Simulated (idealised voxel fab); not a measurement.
Title: Process Module voxel gate over fins
Cross-section cut: width 290 nm, square cells of 5 nm.
Reading order for cross-sections: top band down to bottom band. Underlying form: a grid of square cells. Band size: one or more rows of cells.
Look at the band entry: it leads with the top's height and the bottom's height in nm. Then it lists the materials left to right, with a width in nm for each. The word "all across" on a single material says that material fills the band edge to edge. The word "air" is empty space.
Note: height 0 marks the level under which the wafer is uniformly one material as received. Lowest band unbounded below, written "0 nm and below".
Quick explanation for "30 to 40": the width changes in equal steps down the rows of cells, from the first number in the band's top row to the second number in its bottom row.
You'll sometimes find "no change occurred" written for a step, and that's the way of saying that nowhere in the cross-section did a cell change during that step.
Closed empty spaces (no open way to the top) of 8 cells or more are what "Fully sealed cavities" lists, each as width x height at distance from the left edge, nm for all three.
Where a step's line continues beyond its settings, the continuation is a remark by the simulator itself on that step.
What "overlay nm" on a step's line means: if the step has a mask, that mask lay this far to the right of its planned place, or, when the value is negative, to the left.
The process steps that were planned are listed below
step 1: RECEIVE | material Si
step 2: CONFORMAL_DEP | material SiN | thk nm 5
step 3: PATTERN | tone cover | mask id FINS | material resist | width nm 15 | pitch nm 45 | thk nm 15 | overlay nm -15
step 4: DIRECTIONAL_ETCH | etch materials SiN | depth nm 5
step 5: DIRECTIONAL_ETCH | etch materials Si | depth nm 30
step 6: STRIP | etch materials resist
step 7: OXIDIZE | depth nm 5
step 8: FILL_DEP | material SiO2 | thk nm 5
step 9: CMP | height nm 5
step 10: SELECTIVE_ETCH | etch materials SiO2 | depth nm 15
step 11: STRIP | etch materials SiN
step 12: CONFORMAL_DEP | material HfO2 | thk nm 5
step 13: CONFORMAL_DEP | material TiN | thk nm 5
step 14: FILL_DEP | material W | thk nm 15
step 15: CMP | height nm 20
step 16: CONFORMAL_DEP | material SiCN | thk nm 10
varied across the wafers: overlay nm of step 3. The plan shows the first wafer's value. All wafers start alike
Cross-section of the first of several wafers on receipt, reflecting completion of step 1
> 0 nm and below = Si all across
> Fully sealed cavities: none
Here is the cross-section of the first of several wafers at the end of the module, after its last step, step 16
> 30 nm to 20 nm = SiCN all across
> 20 nm to 10 nm = W all across
> 10 nm to 5 nm = W (70) | TiN (25) | W (20) | TiN (25) | W (20) | TiN (25) | W (105)
> 5 nm to 0 nm = W (70) | TiN (5) | HfO2 (15) | TiN (5) | W (20) | TiN (5) | HfO2 (15) | TiN (5) | W (20) | TiN (5) | HfO2 (15) | TiN (5) | W (105)
> 0 nm to -5 nm = TiN (75) | HfO2 (5) | Si (5) | HfO2 (5) | TiN (30) | HfO2 (5) | Si (5) | HfO2 (5) | TiN (30) | HfO2 (5) | Si (5) | HfO2 (5) | TiN (110)
> -5 nm to -10 nm = HfO2 (80) | Si (5) | HfO2 (40) | Si (5) | HfO2 (40) | Si (5) | HfO2 (115)
> -10 nm to -35 nm = SiO2 (80) | Si (5) | SiO2 (40) | Si (5) | SiO2 (40) | Si (5) | SiO2 (115)
> -35 nm and below = Si all across
> Fully sealed cavities: none
Cross-sectional view of the final wafer of several at the module's end
> 30 nm to 20 nm = SiCN all across
> 20 nm to 10 nm = W all across
> 10 nm to 5 nm = W (100) | TiN (25) | W (20) | TiN (25) | W (20) | TiN (25) | W (75)
> 5 nm to 0 nm = W (100) | TiN (5) | HfO2 (15) | TiN (5) | W (20) | TiN (5) | HfO2 (15) | TiN (5) | W (20) | TiN (5) | HfO2 (15) | TiN (5) | W (75)
> 0 nm to -5 nm = TiN (105) | HfO2 (5) | Si (5) | HfO2 (5) | TiN (30) | HfO2 (5) | Si (5) | HfO2 (5) | TiN (30) | HfO2 (5) | Si (5) | HfO2 (5) | TiN (80)
> -5 nm to -10 nm = HfO2 (110) | Si (5) | HfO2 (40) | Si (5) | HfO2 (40) | Si (5) | HfO2 (85)
> -10 nm to -35 nm = SiO2 (110) | Si (5) | SiO2 (40) | Si (5) | SiO2 (40) | Si (5) | SiO2 (85)
> -35 nm and below = Si all across
> Fully sealed cavities: none
Take any row and you have a wafer at the end of the module: how many cells of each material it has gained (+) or lost (-) since it was received, and then its closed voids
overlay nm -15 | +70 HfO2 | -385 Si | +116 SiCN | +275 SiO2 | +70 TiN | +202 W | Fully sealed cavities: none
overlay nm -10 | +70 HfO2 | -385 Si | +116 SiCN | +275 SiO2 | +70 TiN | +202 W | Fully sealed cavities: none
overlay nm -5 | +70 HfO2 | -385 Si | +116 SiCN | +275 SiO2 | +70 TiN | +202 W | Fully sealed cavities: none
overlay nm 0 | +70 HfO2 | -385 Si | +116 SiCN | +275 SiO2 | +70 TiN | +202 W | Fully sealed cavities: none
overlay nm 5 | +70 HfO2 | -385 Si | +116 SiCN | +275 SiO2 | +70 TiN | +202 W | Fully sealed cavities: none
overlay nm 10 | +70 HfO2 | -385 Si | +116 SiCN | +275 SiO2 | +70 TiN | +202 W | Fully sealed cavities: none
overlay nm 15 | +70 HfO2 | -385 Si | +116 SiCN | +275 SiO2 | +70 TiN | +202 W | Fully sealed cavities: none
